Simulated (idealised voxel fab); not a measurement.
The process module presented herein is designated voxel gate over fins.
It is cross-section cut that appears here, measuring 265 nm in width, its square cells being 5 nm in size.
Bands, listed from the top down, are how a cross-section gets written in this document; the cross-section itself is a grid of square cells, and a band is one or more rows of them. Within each band entry, the heights of the top and of the bottom of the band appear first, in that order and in nm; the materials of the band then follow from left to right, each with its corresponding width in nm. The designation "all across" on a single material indicates that it fills the band from edge to edge; the designation "blank" indicates empty space. Measure heights from 0. That's the level where, below it, the as-received wafer is all one material. The lowest band is bottomless and extends downward; write it as in "0 -> down". When a width is written as two numbers, as in "30->40", the first number is the width in the top row of cells of the band and the second is the width in its bottom row, and the width changes by the same amount from each row to the next. Take "no alteration" at face value: in the step it is given for, the cross-section changed in none of its cells. "Closed void register" specifies each empty space that is not open to the top and that occupies no fewer than 8 cells, using the form width x height at distance, the distance measured from the left edge and all three quantities in nm. Read whatever lies past the settings on a step's line as the simulator's own remark about the step. Among the settings permitted on a step's line is "overlay nm"; applied to a step with a mask, it specifies the extent to which the mask lay to the right of its planned position, whereas a negative figure signifies a position to the left.

The planned process steps are enumerated hereunder
step 1: RECEIVE,material Si
step 2: CONFORMAL_DEP,material SiN,thk nm 10
step 3: MASKED_ETCH,tone cover,mask id FINS,width nm 15,pitch nm 40,etch materials SiN,depth nm 10,overlay nm 0
step 4: MASKED_ETCH,tone cover,mask id FINS,width nm 15,pitch nm 40,etch materials Si,depth nm 35,overlay nm 0
step 5: FILL_DEP,material SiO2,thk nm 5
step 6: CMP,height nm 10
step 7: SELECTIVE_ETCH,etch materials SiO2,depth nm 20
step 8: STRIP,etch materials SiN
step 9: CONFORMAL_DEP,material HfO2,thk nm 5
step 10: CONFORMAL_DEP,material TiN,thk nm 5
step 11: FILL_DEP,material W,thk nm 10
step 12: CMP,height nm 15
step 13: CONFORMAL_DEP,material SiCN,thk nm 5

Wafer cross-section on receipt, i.e. after step 1
	0 -> down  Si all across
	Closed void register: none

Cross-section, first of two wafers, end of module, run as planned
	20 -> 15  SiCN all across
	15 -> 10  W all across
	10 -> 5  W (55)  TiN (35)  W (5)  TiN (35)  W (5)  TiN (35)  W (5)  TiN (35)  W (55)
	5 -> 0  W (55)  TiN (5)  HfO2 (25)  TiN (5)  W (5)  TiN (5)  HfO2 (25)  TiN (5)  W (5)  TiN (5)  HfO2 (25)  TiN (5)  W (5)  TiN (5)  HfO2 (25)  TiN (5)  W (55)
	0 -> -5  TiN (60)  HfO2 (5)  Si (15)  HfO2 (5)  TiN (15)  HfO2 (5)  Si (15)  HfO2 (5)  TiN (15)  HfO2 (5)  Si (15)  HfO2 (5)  TiN (15)  HfO2 (5)  Si (15)  HfO2 (5)  TiN (60)
	-5 -> -10  HfO2 (65)  Si (15)  HfO2 (25)  Si (15)  HfO2 (25)  Si (15)  HfO2 (25)  Si (15)  HfO2 (65)
	-10 -> -35  SiO2 (65)  Si (15)  SiO2 (25)  Si (15)  SiO2 (25)  Si (15)  SiO2 (25)  Si (15)  SiO2 (65)
	-35 -> down  Si all across
	Closed void register: none

Here's the second of our two wafers sectioned at module end. Same start as the first, same plan, but one mistake got made running it
	20 -> 15  SiCN all across
	15 -> 5  HfO2 (70)  TiN (5)  HfO2 (35)  TiN (5)  HfO2 (35)  TiN (5)  HfO2 (35)  TiN (5)  HfO2 (70)
	5 -> 0  HfO2 all across
	0 -> -35  HfO2 (65)  Si (15)  HfO2 (25)  Si (15)  HfO2 (25)  Si (15)  HfO2 (25)  Si (15)  HfO2 (65)
	-35 -> down  Si all across
	Closed void register: none
What broke from the plan during processing? step 5 was run on a setting that differed from the plan, and what really ran there is FILL_DEP,material HfO2,thk nm 5
Materials where the second wafer ends with more or fewer cells than the first: +369 HfO2 | -205 SiO2 | -61 TiN | -103 W
